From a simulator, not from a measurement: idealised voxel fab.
A process module follows: voxel air gaps.
The cross-section shown here is cut; it is 200 nm wide and divided into square cells measuring 5 nm on a side.
Each cross-section below is a grid of square cells, stated as bands in top-down order, with one or more rows of cells making up each band.
What a band's entry tells you: where the top is and where the bottom is, as heights in nm, and after that what lies inside, material by material from left to right, each with its width in nm. Empty space is written as the word "air", and a single material marked with the word "all across" occupies the band from edge to edge.
Measure heights from 0. That's the level where, below it, the as-received wafer is all one material. The lowest band is bottomless and extends downward; write it as in "0 nm and below".
Width spec "30->40" -> top row of cells at first value, bottom row at second value, equal per-row change in between.
"remains unaltered" after a step means that no cell of the cross-section changed.
The entry titled "Listed closed voids" provides the empty spaces that have no open way to the top, restricted to those of 8 cells or more. Each is presented as width x height at distance, the distance being measured from the left edge, with all three in nm.
Post-settings text on a step line: simulator's own remark regarding the step.
Each step line may optionally specify "overlay nm", which for a step with a mask gives the rightward distance between the mask's planned place and where it lay, a negative value indicating the leftward direction.
## Planned step list for the process
1,op RECEIVE | material Si
2,op CONFORMAL_DEP | material SiO2 | thk nm 15
3,op CONFORMAL_DEP | material SiCN | thk nm 5
4,op DIRECTIONAL_DEP | material lowk | thk nm 30
5,op PATTERN | tone open | mask id LINES | material resist | width nm 20 | pitch nm 45 | thk nm 20 | overlay nm 0
6,op DIRECTIONAL_ETCH | etch materials lowk | depth nm 30
7,op STRIP | etch materials resist
8,op CONFORMAL_DEP | material TiN | thk nm 5
9,op FILL_DEP | material Ru | thk nm 5
10,op CMP | height nm 50
11,op EPI | material Ru | thk nm 10
12,op SELECTIVE_ETCH | etch materials lowk | depth nm 40
13,op CONFORMAL_DEP | material SiCN | thk nm 5
## Incoming wafer in cross-section (state: after step 1)
* 0 nm and below | Si all across
* Listed closed voids: none
## The module was run from the start shown above using the plan shown above, but one mistake was made doing it; the resulting wafer cross-section is below
* 65 nm to 60 nm | air 25, then SiCN 140, then air 35
* 60 nm to 50 nm | air 25, then SiCN 5, then Ru 40, then SiCN 5, then Ru 40, then SiCN 5, then Ru 40, then SiCN 5, then air 35
* 50 nm to 45 nm | air 25, then SiCN 15, then TiN 5, then Ru 10, then TiN 5, then SiCN 25, then TiN 5, then Ru 10, then TiN 5, then SiCN 25, then TiN 5, then Ru 10, then TiN 5, then SiCN 15, then air 35
* 45 nm to 25 nm | air 35, then SiCN 5, then TiN 5, then Ru 10, then TiN 5, then SiCN 5, then air 15, then SiCN 5, then TiN 5, then Ru 10, then TiN 5, then SiCN 5, then air 15, then SiCN 5, then TiN 5, then Ru 10, then TiN 5, then SiCN 5, then air 45
* 25 nm to 20 nm | SiCN 40, then TiN 20, then SiCN 25, then TiN 20, then SiCN 25, then TiN 20, then SiCN 50
* 20 nm to 15 nm | SiCN all across
* 15 nm to 0 nm | SiO2 all across
* 0 nm and below | Si all across
* Listed closed voids: 15 x 20 at 65; 15 x 20 at 110
So what did we get wrong on this run? not per plan at step 5, really ran op PATTERN | tone open | mask id LINES | material resist | width nm 20 | pitch nm 45 | thk nm 20 | overlay nm -5
